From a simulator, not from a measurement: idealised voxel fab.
Process module heading - voxel transistor to metal
This is section cut - it's 175 nm across, gridded in 5 nm square cells.
Cross-section, as written here: a square-cell grid given band by band from the top down, where a band holds one or more rows of cells. This entry defines a band. It first specifies the height of the band's top and the height of its bottom in nm, and then specifies the band's materials from left to right, stating each material with its width in nm. The word "everywhere" identifies a single material that fills the band from edge to edge, while the word "empty" identifies empty space. Height reference: 0 = level under which incoming wafer is all one material. Lowest band: no bottom, runs on downward, e.g. "0 nm and below". The two numbers in a width such as "30 to 40" mark its ends across the band: the first belongs to the top row of cells, the second to the bottom row, and from each row to the next the width moves by the same amount. A step reported as "remained unchanged" is a step in which no cell of the cross-section changed. "Sealed-off cavities" enumerates empty spaces isolated from the top, with no open way to it, that contain at least 8 cells, giving each as width x height at distance from the left edge, all three in nm. That trailing text on a step's line, after the settings, is the simulator's own remark on the step. On any step carrying a mask, the "overlay nm" setting, if present on the step's line, tells how far right of its planned place the mask lay; negative values point to the left.
**Steps planned for the process**
1: RECEIVE [material Si]
2: OXIDIZE [depth nm 5]
3: CONFORMAL_DEP [material SiN] [thk nm 15]
4: MASKED_ETCH [tone cover] [mask id ACTIVE] [width nm 105] [etch materials SiN] [depth nm 15] [overlay nm 0]
5: MASKED_ETCH [tone cover] [mask id ACTIVE] [width nm 105] [etch materials SiO2] [depth nm 5] [overlay nm 0]
6: MASKED_ETCH [tone cover] [mask id ACTIVE] [width nm 105] [etch materials Si] [depth nm 25] [overlay nm 0]
7: OXIDIZE [depth nm 5]
8: FILL_DEP [material SiO2] [thk nm 5]
9: CMP [height nm 15]
10: SELECTIVE_ETCH [etch materials SiO2] [depth nm 15]
11: STRIP [etch materials SiN]
12: SELECTIVE_ETCH [etch materials SiO2] [depth nm 5]
13: OXIDIZE [depth nm 5]
14: DIRECTIONAL_DEP [material polySi] [thk nm 20]
15: DIRECTIONAL_DEP [material SiCN] [thk nm 10]
16: DIRECTIONAL_DEP [material aC] [thk nm 15]
17: PATTERN [tone cover] [mask id GATE] [material resist] [width nm 35] [thk nm 35] [overlay nm 0]
18: DIRECTIONAL_ETCH [etch materials aC] [depth nm 15]
19: STRIP [etch materials resist]
20: DIRECTIONAL_ETCH [etch materials SiCN] [depth nm 20]
21: DIRECTIONAL_ETCH [etch materials polySi] [depth nm 30]
22: STRIP [etch materials aC]
23: CONFORMAL_DEP [material SiN] [thk nm 5]
24: DIRECTIONAL_ETCH [etch materials SiN] [depth nm 5]
25: DIRECTIONAL_ETCH [etch materials SiO2] [depth nm 5]
26: DIRECTIONAL_ETCH [etch materials Si] [depth nm 10]
27: EPI [material SiGe] [thk nm 15]
28: FILL_DEP [material SiO2] [thk nm 5]
29: CMP [height nm 15]
30: STRIP [etch materials polySi]
31: SELECTIVE_ETCH [etch materials SiO2] [depth nm 5]
32: CONFORMAL_DEP [material HfO2] [thk nm 5]
33: CONFORMAL_DEP [material TiN] [thk nm 5]
34: FILL_DEP [material W] [thk nm 5]
35: CMP [height nm 10]
36: DIRECTIONAL_DEP [material SiO2] [thk nm 15]
37: MASKED_ETCH [tone open] [mask id CONTACT] [width nm 15] [pitch nm 80] [etch materials SiO2] [depth nm 30] [overlay nm 0]
38: CONFORMAL_DEP [material TiN] [thk nm 5]
39: FILL_DEP [material W] [thk nm 5]
40: CMP [height nm 25]
41: DIRECTIONAL_DEP [material TiN] [thk nm 5]
42: DIRECTIONAL_DEP [material W] [thk nm 15]
43: MASKED_ETCH [tone cover] [mask id METAL_1] [width nm 15] [pitch nm 80] [etch materials W] [depth nm 15] [overlay nm 0]
44: MASKED_ETCH [tone cover] [mask id METAL_1] [width nm 15] [pitch nm 80] [etch materials TiN] [depth nm 5] [overlay nm 0]
45: CONFORMAL_DEP [material SiCN] [thk nm 5]
46: FILL_DEP [material lowk] [thk nm 5]
47: CMP [height nm 45]
48: CONFORMAL_DEP [material SiCN] [thk nm 5]
49: DIRECTIONAL_DEP [material SiO2] [thk nm 30]
50: PATTERN [tone open] [mask id METAL_2] [material resist] [width nm 15] [pitch nm 80] [thk nm 15] [overlay nm 0]
51: DIRECTIONAL_ETCH [etch materials SiO2] [depth nm 15]
52: STRIP [etch materials resist]
53: DIRECTIONAL_DEP [material aC] [thk nm 10]
54: PATTERN [tone open] [mask id METAL_2_HOLES] [material resist] [width nm 15] [pitch nm 80] [thk nm 30] [overlay nm 0]
55: DIRECTIONAL_ETCH [etch materials aC] [depth nm 10]
56: STRIP [etch materials resist]
57: DIRECTIONAL_ETCH [etch materials SiO2] [depth nm 15]
58: DIRECTIONAL_ETCH [etch materials SiCN] [depth nm 5]
59: STRIP [etch materials aC]
60: CONFORMAL_DEP [material TiN] [thk nm 5]
61: FILL_DEP [material Cu] [thk nm 10]
62: CMP [height nm 80]
63: CONFORMAL_DEP [material SiCN] [thk nm 5]
The plan shows the thk nm of step 63 as the first wafer had it; this setting differs between the wafers, which start out alike.
**Received condition of the first of several wafers, sectioned: post-step 1**
0 nm and below  Si everywhere
Sealed-off cavities: none
**The cross-section of the first of several wafers is given below for the end of the module, after its final step, step 63**
85 nm to 80 nm  SiCN everywhere
80 nm to 50 nm  SiO2 40 nm  TiN 5 nm  Cu 5 nm  TiN 5 nm  SiO2 65 nm  TiN 5 nm  Cu 5 nm  TiN 5 nm  SiO2 40 nm
50 nm to 45 nm  SiCN 40 nm  TiN 15 nm  SiCN 65 nm  TiN 15 nm  SiCN 40 nm
45 nm to 30 nm  lowk 35 nm  SiCN 5 nm  W 15 nm  SiCN 5 nm  lowk 55 nm  SiCN 5 nm  W 15 nm  SiCN 5 nm  lowk 35 nm
30 nm to 25 nm  SiCN 40 nm  TiN 15 nm  SiCN 65 nm  TiN 15 nm  SiCN 40 nm
25 nm to 10 nm  SiO2 40 nm  TiN 5 nm  W 5 nm  TiN 5 nm  SiO2 65 nm  TiN 5 nm  W 5 nm  TiN 5 nm  SiO2 40 nm
10 nm to 5 nm  SiO2 40 nm  TiN 15 nm  SiO2 10 nm  SiN 5 nm  HfO2 5 nm  TiN 5 nm  W 15 nm  TiN 5 nm  HfO2 5 nm  SiN 5 nm  SiO2 10 nm  TiN 15 nm  SiO2 40 nm
5 nm to 0 nm  SiO2 40 nm  TiN 10 nm  SiGe 15 nm  SiN 5 nm  HfO2 5 nm  TiN 5 nm  W 15 nm  TiN 5 nm  HfO2 5 nm  SiN 5 nm  SiGe 15 nm  TiN 10 nm  SiO2 40 nm
0 nm to -5 nm  SiO2 40 nm  TiN 10 nm  SiGe 15 nm  SiN 5 nm  HfO2 5 nm  TiN 25 nm  HfO2 5 nm  SiN 5 nm  SiGe 15 nm  TiN 10 nm  SiO2 40 nm
-5 nm to -10 nm  SiO2 35 nm  SiGe 30 nm  HfO2 45 nm  SiGe 30 nm  SiO2 35 nm
-10 nm to -20 nm  SiO2 40 nm  SiGe 25 nm  Si 45 nm  SiGe 25 nm  SiO2 40 nm
-20 nm to -35 nm  SiO2 40 nm  Si 95 nm  SiO2 40 nm
-35 nm and below  Si everywhere
Sealed-off cavities: none
**Module end, final wafer: cross-section**
100 nm to 80 nm  SiCN everywhere
80 nm to 50 nm  SiO2 40 nm  TiN 5 nm  Cu 5 nm  TiN 5 nm  SiO2 65 nm  TiN 5 nm  Cu 5 nm  TiN 5 nm  SiO2 40 nm
50 nm to 45 nm  SiCN 40 nm  TiN 15 nm  SiCN 65 nm  TiN 15 nm  SiCN 40 nm
45 nm to 30 nm  lowk 35 nm  SiCN 5 nm  W 15 nm  SiCN 5 nm  lowk 55 nm  SiCN 5 nm  W 15 nm  SiCN 5 nm  lowk 35 nm
30 nm to 25 nm  SiCN 40 nm  TiN 15 nm  SiCN 65 nm  TiN 15 nm  SiCN 40 nm
25 nm to 10 nm  SiO2 40 nm  TiN 5 nm  W 5 nm  TiN 5 nm  SiO2 65 nm  TiN 5 nm  W 5 nm  TiN 5 nm  SiO2 40 nm
10 nm to 5 nm  SiO2 40 nm  TiN 15 nm  SiO2 10 nm  SiN 5 nm  HfO2 5 nm  TiN 5 nm  W 15 nm  TiN 5 nm  HfO2 5 nm  SiN 5 nm  SiO2 10 nm  TiN 15 nm  SiO2 40 nm
5 nm to 0 nm  SiO2 40 nm  TiN 10 nm  SiGe 15 nm  SiN 5 nm  HfO2 5 nm  TiN 5 nm  W 15 nm  TiN 5 nm  HfO2 5 nm  SiN 5 nm  SiGe 15 nm  TiN 10 nm  SiO2 40 nm
0 nm to -5 nm  SiO2 40 nm  TiN 10 nm  SiGe 15 nm  SiN 5 nm  HfO2 5 nm  TiN 25 nm  HfO2 5 nm  SiN 5 nm  SiGe 15 nm  TiN 10 nm  SiO2 40 nm
-5 nm to -10 nm  SiO2 35 nm  SiGe 30 nm  HfO2 45 nm  SiGe 30 nm  SiO2 35 nm
-10 nm to -20 nm  SiO2 40 nm  SiGe 25 nm  Si 45 nm  SiGe 25 nm  SiO2 40 nm
-20 nm to -35 nm  SiO2 40 nm  Si 95 nm  SiO2 40 nm
-35 nm and below  Si everywhere
Sealed-off cavities: none
**The table below has one row for each wafer; a row shows, as of the end of the module, how many cells of each material the wafer has gained, marked (+), or lost, marked (-), since it was received, and then the wafer's closed voids**
thk nm 5; +12 Cu; +15 HfO2; -170 Si; +105 SiCN; +44 SiGe; +6 SiN; +407 SiO2; +71 TiN; +30 W; +75 lowk; Sealed-off cavities: none
thk nm 10; +12 Cu; +15 HfO2; -170 Si; +140 SiCN; +44 SiGe; +6 SiN; +407 SiO2; +71 TiN; +30 W; +75 lowk; Sealed-off cavities: none
thk nm 15; +12 Cu; +15 HfO2; -170 Si; +175 SiCN; +44 SiGe; +6 SiN; +407 SiO2; +71 TiN; +30 W; +75 lowk; Sealed-off cavities: none
thk nm 20; +12 Cu; +15 HfO2; -170 Si; +210 SiCN; +44 SiGe; +6 SiN; +407 SiO2; +71 TiN; +30 W; +75 lowk; Sealed-off cavities: none
